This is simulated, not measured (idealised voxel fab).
Process module in this document: voxel gate over fins
Cross-sectional view cut (width: 265 nm; square cell size: 5 nm).
Think of the cross-section as a grid of square cells. We describe it in bands, top to bottom, and each band covers one or more rows of those cells. Within each band entry, the heights of the top and of the bottom of the band appear first, in that order and in nm; the materials of the band then follow from left to right, each with its corresponding width in nm. The designation "throughout" on a single material indicates that it fills the band from edge to edge; the designation "empty" indicates empty space. Beneath 0, the wafer as received is one material, and that level is where height counting begins. The lowest band goes on downward without a bottom; it is written like "z 0 and below". Per-row width for "30..40": begins at first number (top row of band), ends at second number (bottom row), increment between rows held constant. "all unchanged" (step): cross-section cells unchanged, all of them. "Listed closed voids": sealed empty spaces, 8 cells or more, no open way to top, listed width x height at distance, with distance from the left edge and width, height and distance in nm. after a step's settings: what the simulator itself notes on the step. If you see "overlay nm" on a step's line and that step has a mask, it's telling you how far right of where it was planned the mask ended up; a negative number means it went left instead.

The steps planned for the process are as follows
- 1: RECEIVE | material Si
- 2: CONFORMAL_DEP | material SiN | thk nm 10
- 3: DIRECTIONAL_DEP | material aC | thk nm 10
- 4: PATTERN | tone cover | mask id FINS | material resist | width nm 15 | pitch nm 50 | thk nm 30 | overlay nm 0
- 5: DIRECTIONAL_ETCH | etch materials aC | depth nm 10
- 6: STRIP | etch materials resist
- 7: DIRECTIONAL_ETCH | etch materials SiN | depth nm 10
- 8: DIRECTIONAL_ETCH | etch materials Si | depth nm 30
- 9: STRIP | etch materials aC
- 10: FILL_DEP | material SiO2 | thk nm 10
- 11: CMP | height nm 10
- 12: PATTERN | tone open | mask id RAIL | material resist | width nm 15 | thk nm 20 | overlay nm 0
- 13: DIRECTIONAL_ETCH | etch materials SiO2 | depth nm 35
- 14: STRIP | etch materials resist
- 15: CONFORMAL_DEP | material TiN | thk nm 5
- 16: FILL_DEP | material W | thk nm 10
- 17: CMP | height nm 10
- 18: SELECTIVE_ETCH | etch materials W Ru TiN | depth nm 25
- 19: FILL_DEP | material SiO2 | thk nm 5
- 20: CMP | height nm 10
- 21: SELECTIVE_ETCH | etch materials SiO2 | depth nm 20
- 22: STRIP | etch materials SiN
- 23: CONFORMAL_DEP | material HfO2 | thk nm 5
- 24: CONFORMAL_DEP | material TiN | thk nm 5
- 25: FILL_DEP | material W | thk nm 15
- 26: CMP | height nm 20
- 27: CONFORMAL_DEP | material SiCN | thk nm 5

The cross-section here shows the wafer as received, i.e. in its state after step 1
z 0 and below | Si throughout
Listed closed voids: none

Starting structure and process plan are as shown above, but one mistake was made in running the module; the wafer cross-section at the end of the module follows
z 25 to 20 | SiCN throughout
z 20 to 10 | W throughout
z 10 to 5 | W (90)  TiN (35)  W (15)  TiN (35)  W (90)
z 5 to 0 | W (90)  TiN (5)  HfO2 (25)  TiN (5)  W (15)  TiN (5)  HfO2 (25)  TiN (5)  W (90)
z 0 to -5 | TiN (95)  HfO2 (5)  Si (15)  HfO2 (5)  TiN (5)  W (15)  TiN (5)  HfO2 (5)  Si (15)  HfO2 (5)  TiN (95)
z -5 to -10 | HfO2 (85)  TiN (10)  HfO2 (5)  Si (15)  HfO2 (5)  TiN (25)  HfO2 (5)  Si (15)  HfO2 (5)  TiN (10)  HfO2 (85)
z -10 to -15 | SiO2 (80)  HfO2 (5)  TiN (10)  HfO2 (5)  Si (15)  HfO2 (35)  Si (15)  HfO2 (5)  TiN (10)  HfO2 (5)  SiO2 (80)
z -15 to -20 | SiO2 (80)  HfO2 (20)  Si (15)  HfO2 (10)  TiN (5)  W (5)  TiN (5)  HfO2 (10)  Si (15)  HfO2 (20)  SiO2 (80)
z -20 to -25 | SiO2 (100)  Si (15)  SiO2 (10)  TiN (15)  SiO2 (10)  Si (15)  SiO2 (100)
z -25 to -30 | SiO2 (100)  Si (15)  SiO2 (35)  Si (15)  SiO2 (100)
z -30 and below | Si throughout
Listed closed voids: none
It is concluded that the wafer was processed incorrectly with respect to the plan, in that the intended sequence of steps 21 and 22 was reversed during processing, with each occupying the position of the other
